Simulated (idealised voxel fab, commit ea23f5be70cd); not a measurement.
The process module presented herein is designated voxel gate over fins.
150 nm wide, 5 nm square cells: that's cross-section cut.
Cross-section layout: square cells on a grid; listed as bands, top to bottom; a band spans one or more cell rows.
What a band's entry tells you: where the top is and where the bottom is, as heights in nm, and after that what lies inside, material by material from left to right, each with its width in nm. Empty space is written as the word "air", and a single material marked with the word "edge to edge" occupies the band from edge to edge.
We count height from 0. Below that, the starting wafer is all one material. The lowest band never ends at the bottom but goes on down; see "0 down" for how that is written.
Read "30 to 40" as a graded width: first number on top, second number at the bottom, same change between each pair of neighbouring rows.
It should be understood that the words "left unchanged", when stated for a given step, signify that the cross-section underwent no change in any of its cells during that step.
Closed-off voids of 8+ cells (no open route to the top) go in "Cavities, sealed", written width x height at distance from the left edge, in nm.
Note: text after step settings on the step line = simulator remark on that step.
"overlay nm" on a masked step: distance the mask lay right of its planned place, negative for left.

**Steps planned for the process**
1. RECEIVE | material Si
2. CONFORMAL_DEP | material SiN | thk nm 10
3. PATTERN | tone cover | mask id FINS | material resist | width nm 15 | pitch nm 35 | thk nm 15 | overlay nm 0
4. DIRECTIONAL_ETCH | etch materials SiN | depth nm 10
5. DIRECTIONAL_ETCH | etch materials Si | depth nm 35
6. STRIP | etch materials resist
7. OXIDIZE | depth nm 5
8. FILL_DEP | material SiO2 | thk nm 5
9. CMP | height nm 10
10. SELECTIVE_ETCH | etch materials SiO2 | depth nm 25
11. STRIP | etch materials SiN
12. CONFORMAL_DEP | material HfO2 | thk nm 5
13. CONFORMAL_DEP | material TiN | thk nm 5
14. FILL_DEP | material W | thk nm 15
15. CMP | height nm 20
16. CONFORMAL_DEP | material SiCN | thk nm 10

**First wafer, two in total, run as planned**

**Shown in cross-section is the wafer as received, that is, as it stands after step 1**
0 down = Si edge to edge
Cavities, sealed: none

**So this is the wafer cross-section right after step 2**
10 to 0 = SiN edge to edge
Unchanged below 0.

**So this is the wafer cross-section right after step 3**
25 to 10 = 50 air, 15 resist, 20 air, 15 resist, 50 air
Unchanged below 10.

**So this is the wafer cross-section right after step 4**
25 to 10 = 50 air, 15 resist, 20 air, 15 resist, 50 air
10 to 0 = 50 air, 15 SiN, 20 air, 15 SiN, 50 air
Unchanged below 0.

**So this is the wafer cross-section right after step 5**
25 to 10 = 50 air, 15 resist, 20 air, 15 resist, 50 air
10 to 0 = 50 air, 15 SiN, 20 air, 15 SiN, 50 air
0 to -35 = 50 air, 15 Si, 20 air, 15 Si, 50 air
Unchanged below -35.

**So this is the wafer cross-section right after step 6**
10 to 0 = 50 air, 15 SiN, 20 air, 15 SiN, 50 air
Unchanged below 0.

**So this is the wafer cross-section right after step 7**
10 to 0 = 50 air, 15 SiN, 20 air, 15 SiN, 50 air
0 to -35 = 50 air, 5 SiO2, 5 Si, 5 SiO2, 20 air, 5 SiO2, 5 Si, 5 SiO2, 50 air
-35 to -40 = 55 SiO2, 5 Si, 30 SiO2, 5 Si, 55 SiO2
Unchanged below -40.

**So this is the wafer cross-section right after step 8**
15 to 10 = SiO2 edge to edge
10 to 0 = 50 SiO2, 15 SiN, 20 SiO2, 15 SiN, 50 SiO2
0 to -40 = 55 SiO2, 5 Si, 30 SiO2, 5 Si, 55 SiO2
Unchanged below -40.

**So this is the wafer cross-section right after step 9**
10 to 0 = 50 SiO2, 15 SiN, 20 SiO2, 15 SiN, 50 SiO2
Unchanged below 0.

**So this is the wafer cross-section right after step 10**
10 to 0 = 50 air, 15 SiN, 20 air, 15 SiN, 50 air
0 to -15 = 55 air, 5 Si, 30 air, 5 Si, 55 air
Unchanged below -15.

**So this is the wafer cross-section right after step 11**
0 to -15 = 55 air, 5 Si, 30 air, 5 Si, 55 air
Unchanged below -15.

**So this is the wafer cross-section right after step 12**
5 to 0 = 50 air, 15 HfO2, 20 air, 15 HfO2, 50 air
0 to -10 = 50 air, 5 HfO2, 5 Si, 5 HfO2, 20 air, 5 HfO2, 5 Si, 5 HfO2, 50 air
-10 to -15 = 55 HfO2, 5 Si, 30 HfO2, 5 Si, 55 HfO2
Unchanged below -15.

**So this is the wafer cross-section right after step 13**
10 to 5 = 45 air, 25 TiN, 10 air, 25 TiN, 45 air
5 to 0 = 45 air, 5 TiN, 15 HfO2, 5 TiN, 10 air, 5 TiN, 15 HfO2, 5 TiN, 45 air
0 to -5 = 45 air, 5 TiN, 5 HfO2, 5 Si, 5 HfO2, 5 TiN, 10 air, 5 TiN, 5 HfO2, 5 Si, 5 HfO2, 5 TiN, 45 air
-5 to -10 = 50 TiN, 5 HfO2, 5 Si, 5 HfO2, 20 TiN, 5 HfO2, 5 Si, 5 HfO2, 50 TiN
Unchanged below -10.

**So this is the wafer cross-section right after step 14**
25 to 10 = W edge to edge
10 to 5 = 45 W, 25 TiN, 10 W, 25 TiN, 45 W
5 to 0 = 45 W, 5 TiN, 15 HfO2, 5 TiN, 10 W, 5 TiN, 15 HfO2, 5 TiN, 45 W
0 to -5 = 45 W, 5 TiN, 5 HfO2, 5 Si, 5 HfO2, 5 TiN, 10 W, 5 TiN, 5 HfO2, 5 Si, 5 HfO2, 5 TiN, 45 W
Unchanged below -5.

**So this is the wafer cross-section right after step 15**
20 to 10 = W edge to edge
Unchanged below 10.

**So this is the wafer cross-section right after step 16**
30 to 20 = SiCN edge to edge
Unchanged below 20.

**second wafer: like start, like plan, one mistake. Through step 2 it matches the first wafer**

**Cross-section of the second wafer when, according to plan, step 3 should have finished**
25 to 10 = 40 air, 15 resist, 20 air, 15 resist, 60 air
Unchanged below 10.

**Cross-section of the second wafer when, according to plan, step 4 should have finished**
25 to 10 = 40 air, 15 resist, 20 air, 15 resist, 60 air
10 to 0 = 40 air, 15 SiN, 20 air, 15 SiN, 60 air
Unchanged below 0.

**Cross-section of the second wafer when, according to plan, step 5 should have finished**
25 to 10 = 40 air, 15 resist, 20 air, 15 resist, 60 air
10 to 0 = 40 air, 15 SiN, 20 air, 15 SiN, 60 air
0 to -35 = 40 air, 15 Si, 20 air, 15 Si, 60 air
Unchanged below -35.

**Cross-section of the second wafer when, according to plan, step 6 should have finished**
10 to 0 = 40 air, 15 SiN, 20 air, 15 SiN, 60 air
Unchanged below 0.

**Cross-section of the second wafer when, according to plan, step 7 should have finished**
10 to 0 = 40 air, 15 SiN, 20 air, 15 SiN, 60 air
0 to -35 = 40 air, 5 SiO2, 5 Si, 5 SiO2, 20 air, 5 SiO2, 5 Si, 5 SiO2, 60 air
-35 to -40 = 45 SiO2, 5 Si, 30 SiO2, 5 Si, 65 SiO2
Unchanged below -40.

**Cross-section of the second wafer when, according to plan, step 8 should have finished**
15 to 10 = SiO2 edge to edge
10 to 0 = 40 SiO2, 15 SiN, 20 SiO2, 15 SiN, 60 SiO2
0 to -40 = 45 SiO2, 5 Si, 30 SiO2, 5 Si, 65 SiO2
Unchanged below -40.

**Cross-section of the second wafer when, according to plan, step 9 should have finished**
10 to 0 = 40 SiO2, 15 SiN, 20 SiO2, 15 SiN, 60 SiO2
Unchanged below 0.

**Cross-section of the second wafer when, according to plan, step 10 should have finished**
10 to 0 = 40 air, 15 SiN, 20 air, 15 SiN, 60 air
0 to -15 = 45 air, 5 Si, 30 air, 5 Si, 65 air
Unchanged below -15.

**Cross-section of the second wafer when, according to plan, step 11 should have finished**
0 to -15 = 45 air, 5 Si, 30 air, 5 Si, 65 air
Unchanged below -15.

**Cross-section of the second wafer when, according to plan, step 12 should have finished**
5 to 0 = 40 air, 15 HfO2, 20 air, 15 HfO2, 60 air
0 to -10 = 40 air, 5 HfO2, 5 Si, 5 HfO2, 20 air, 5 HfO2, 5 Si, 5 HfO2, 60 air
-10 to -15 = 45 HfO2, 5 Si, 30 HfO2, 5 Si, 65 HfO2
Unchanged below -15.

**Cross-section of the second wafer when, according to plan, step 13 should have finished**
10 to 5 = 35 air, 25 TiN, 10 air, 25 TiN, 55 air
5 to 0 = 35 air, 5 TiN, 15 HfO2, 5 TiN, 10 air, 5 TiN, 15 HfO2, 5 TiN, 55 air
0 to -5 = 35 air, 5 TiN, 5 HfO2, 5 Si, 5 HfO2, 5 TiN, 10 air, 5 TiN, 5 HfO2, 5 Si, 5 HfO2, 5 TiN, 55 air
-5 to -10 = 40 TiN, 5 HfO2, 5 Si, 5 HfO2, 20 TiN, 5 HfO2, 5 Si, 5 HfO2, 60 TiN
Unchanged below -10.

**Cross-section of the second wafer when, according to plan, step 14 should have finished**
25 to 10 = W edge to edge
10 to 5 = 35 W, 25 TiN, 10 W, 25 TiN, 55 W
5 to 0 = 35 W, 5 TiN, 15 HfO2, 5 TiN, 10 W, 5 TiN, 15 HfO2, 5 TiN, 55 W
0 to -5 = 35 W, 5 TiN, 5 HfO2, 5 Si, 5 HfO2, 5 TiN, 10 W, 5 TiN, 5 HfO2, 5 Si, 5 HfO2, 5 TiN, 55 W
Unchanged below -5.

**Cross-section of the second wafer when, according to plan, step 15 should have finished**
20 to 10 = W edge to edge
Unchanged below 10.

**Cross-section of the second wafer when, according to plan, step 16 should have finished**
30 to 20 = SiCN edge to edge
Unchanged below 20.
The plan and the run diverged here: step 3 went in with a setting other than planned; the actual run was PATTERN | tone cover | mask id FINS | material resist | width nm 15 | pitch nm 35 | thk nm 15 | overlay nm -10
Tallied in cells, the final second wafer holds each material in the same quantity as the first, although not at the same places.
